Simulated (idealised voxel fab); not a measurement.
Presented below is a process module, voxel self aligned vias.
Shown is cross-section cut, with a width of 285 nm and square cells of size 5 nm.
A cross-section is written here as square cells arranged in a grid, and it is given in bands from the top down, each band taking up one or more rows of cells. What a band's entry tells you: where the top is and where the bottom is, as heights in nm, and after that what lies inside, material by material from left to right, each with its width in nm. Empty space is written as the word "air", and a single material marked with the word "edge to edge" occupies the band from edge to edge. Note: height 0 marks the level under which the wafer is uniformly one material as received. Lowest band unbounded below, written "z 0 and below". Note: "30 to 40" means the width goes from the first number (top row of the band) to the second number (bottom row) in equal steps per row of cells. "changes: none", as given for a step, is the statement that not any cell of the cross-section underwent a change during that step. Empty spaces counting at least 8 cells and having no open way to the top are listed in "Enclosed void list". The notation width x height at distance is used for each, the distance being from the left edge and all three values in nm. Heads up: the bit after the settings on a step's line is the simulator's remark on that step. The "overlay nm" setting may appear on a step's line; for a step that uses a mask, it gives how far to the right of its planned position the mask lay, and a negative value indicates the left.
## Process steps - plan
- 1: RECEIVE | material Si
- 2: CONFORMAL_DEP | material SiO2 | thk nm 15
- 3: CONFORMAL_DEP | material SiCN | thk nm 5
- 4: DIRECTIONAL_DEP | material SiO2 | thk nm 20
- 5: DIRECTIONAL_DEP | material aC | thk nm 15
- 6: PATTERN | tone open | mask id LINES | material resist | width nm 20 | pitch nm 55 | thk nm 30 | overlay nm 0
- 7: DIRECTIONAL_ETCH | etch materials aC | depth nm 15
- 8: STRIP | etch materials resist
- 9: DIRECTIONAL_ETCH | etch materials SiO2 | depth nm 20
- 10: STRIP | etch materials aC
- 11: CONFORMAL_DEP | material TiN | thk nm 5
- 12: FILL_DEP | material Ru | thk nm 5
- 13: CMP | height nm 40
- 14: SELECTIVE_ETCH | etch materials W Ru TiN | depth nm 10
- 15: FILL_DEP | material SiN | thk nm 10
- 16: CMP | height nm 40
- 17: DIRECTIONAL_DEP | material SiO2 | thk nm 20
- 18: PATTERN | tone open | mask id VIAS | material resist | width nm 20 | thk nm 15 | overlay nm 0
- 19: DIRECTIONAL_ETCH | etch materials SiO2 | depth nm 20
- 20: DIRECTIONAL_ETCH | etch materials SiN | depth nm 10
- 21: STRIP | etch materials resist
- 22: CONFORMAL_DEP | material TiN | thk nm 5
- 23: FILL_DEP | material Cu | thk nm 5
- 24: CMP | height nm 60
- 25: CONFORMAL_DEP | material SiCN | thk nm 5
For clarity, it should be stated that the wafers under discussion commence in an identical condition and differ with respect to the width nm of step 18, the plan indicating the value that the first wafer had.
## First of several wafers (as received, post step 1), cross-sectional view
  z 0 and below: Si edge to edge
  Enclosed void list: none
## Every row in this table is a wafer at the end of the module, and it gives, for each of the materials, the cells that wafer has gained (+) or lost (-) since it was received, then its closed voids
width nm 20 | +10 Cu | +4 Ru | +114 SiCN | +8 SiN | +579 SiO2 | +26 TiN | Enclosed void list: none
width nm 25 | +13 Cu | +4 Ru | +114 SiCN | +8 SiN | +575 SiO2 | +27 TiN | Enclosed void list: none
width nm 30 | +16 Cu | +4 Ru | +114 SiCN | +8 SiN | +571 SiO2 | +28 TiN | Enclosed void list: none
width nm 35 | +19 Cu | +4 Ru | +114 SiCN | +8 SiN | +567 SiO2 | +29 TiN | Enclosed void list: none
width nm 40 | +22 Cu | +4 Ru | +114 SiCN | +8 SiN | +563 SiO2 | +30 TiN | Enclosed void list: none
width nm 45 | +25 Cu | +4 Ru | +114 SiCN | +8 SiN | +559 SiO2 | +31 TiN | Enclosed void list: none
